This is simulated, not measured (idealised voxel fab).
process module | voxel double patterning
For reference, the cross-section in this document is cut, with width 160 nm and square cells of 5 nm.
In what follows, cross-sections appear as grids of square cells, described through bands that run from the top down, where every band is one or more rows of cells.
For a band, the entry starts with two heights in nm, that of the top and then that of the bottom, and carries on with the band's materials in order from left to right, each alongside its width in nm; the word "throughout" beside a single material means it fills the band edge to edge, and "empty" means empty space.
Beneath 0, the wafer as received is one material, and that level is where height counting begins. The lowest band goes on downward without a bottom; it is written like "0 down".
Note: "30->40" means the width goes from the first number (top row of the band) to the second number (bottom row) in equal steps per row of cells.
"all unchanged" means the step left every cell of the cross-section as it was.
The entry "Sealed internal cavities" lists the empty spaces that cover at least 8 cells and have no open path to the top. Each is written as width x height at distance, where the distance is measured from the left edge and all three values are in nm.
Where a step's line continues beyond its settings, the continuation is a remark by the simulator itself on that step.
What "overlay nm" on a step's line means: if the step has a mask, that mask lay this far to the right of its planned place, or, when the value is negative, to the left.

# Process steps foreseen in the plan
1,RECEIVE (material Si)
2,CONFORMAL_DEP (material SiO2; thk nm 10)
3,DIRECTIONAL_DEP (material polySi; thk nm 15)
4,DIRECTIONAL_DEP (material SiN; thk nm 10)
5,PATTERN (tone open; mask id FIRST; material resist; width nm 15; pitch nm 50; thk nm 20; overlay nm 0)
6,DIRECTIONAL_ETCH (etch materials SiN; depth nm 10)
7,STRIP (etch materials resist)
8,MASKED_ETCH (tone open; mask id SECOND; width nm 15; pitch nm 50; etch materials SiN; depth nm 10; overlay nm -15)
9,DIRECTIONAL_ETCH (etch materials polySi; depth nm 15)
10,STRIP (etch materials SiN)
The plan's step 8 overlay nm is the first wafer's value; the wafers differ in this setting and start identical.

# Here's the first of the wafers in cross-section, just as we got it, i.e. after step 1
* 0 down | Si throughout
* Sealed internal cavities: none

# First wafer of several, cross-section, module end, after step 10 (last)
* 25 to 10 | polySi 20 nm, empty 25 nm, polySi 25 nm, empty 25 nm, polySi 25 nm, empty 15 nm, polySi 25 nm
* 10 to 0 | SiO2 throughout
* 0 down | Si throughout
* Sealed internal cavities: none

# A cross-section through the last wafer at the close of the module
* 25 to 10 | polySi 20 nm, empty 15 nm, polySi 25 nm, empty 25 nm, polySi 25 nm, empty 25 nm, polySi 25 nm
* 10 to 0 | SiO2 throughout
* 0 down | Si throughout
* Sealed internal cavities: none

# The rows of the table below are wafers. Looking at the end of the module, a row counts, for every material, the cells the wafer has gained, shown as (+), or lost, shown as (-), since it was received; its closed voids come next
overlay nm -15, +64 SiO2, +57 polySi, Sealed internal cavities: none
overlay nm -10, +64 SiO2, +51 polySi, Sealed internal cavities: none
overlay nm -5, +64 SiO2, +51 polySi, Sealed internal cavities: none
overlay nm 0, +64 SiO2, +51 polySi, Sealed internal cavities: none
overlay nm 5, +64 SiO2, +51 polySi, Sealed internal cavities: none
overlay nm 10, +64 SiO2, +51 polySi, Sealed internal cavities: none
overlay nm 15, +64 SiO2, +57 polySi, Sealed internal cavities: none
